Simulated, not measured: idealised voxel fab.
process module | voxel released beams
cross-section cut | 165 nm wide | cells 5 nm
A cross-section is a grid of square cells, given in bands from the top down. A band is one or more rows of cells.
Each band's line starts with the height of the band's top and of its bottom, in nm. Then come its materials from left to right, each with its width in nm. One material with "throughout" fills the band from edge to edge. "air" is empty space.
Height 0 is the level under which the wafer as received is all one material. The lowest band goes on downwards, as in "0 down".
A width such as "30 to 40" changes by the same amount from each row of cells to the next, from the band's top row to its bottom row.
"no change" after a step means that no cell of the cross-section changed.
closed voids: empty space of 8 cells or more with no open way to the top, each as width x height at its distance from the left edge, in nm
after a step's settings: what the simulator itself notes on the step
overlay nm, on a step with a mask: how far to the right of its planned place the mask lay; to the left if negative
plan
1 op RECEIVE | material Si
2 op CONFORMAL_DEP | material SiN | thk nm 10
3 op DIRECTIONAL_DEP | material SiO2 | thk nm 15
4 op PATTERN | tone open | mask id ANCHOR | material resist | width nm 40 | thk nm 15 | overlay nm 0
5 op DIRECTIONAL_ETCH | etch materials SiO2 | depth nm 15
6 op STRIP | etch materials resist
7 op CONFORMAL_DEP | material W | thk nm 15
8 op DIRECTIONAL_DEP | material aC | thk nm 10
9 op PATTERN | tone cover | mask id BEAM | material resist | width nm 110 | thk nm 30 | overlay nm 0
10 op DIRECTIONAL_ETCH | etch materials aC | depth nm 10
11 op STRIP | etch materials resist
12 op DIRECTIONAL_ETCH | etch materials W | depth nm 15
13 op STRIP | etch materials aC
14 op STRIP | etch materials SiO2
as received, after step 1
  0 down: Si throughout
  closed voids: none
a wafer at the end: this start, this plan, one mistake
  40 to 25: air 25 | W 110 | air 30
  25 to 15: SiN throughout
  15 to 0: SiO2 throughout
  0 down: Si throughout
  closed voids: none
what went wrong: steps 2 and 3 were swapped
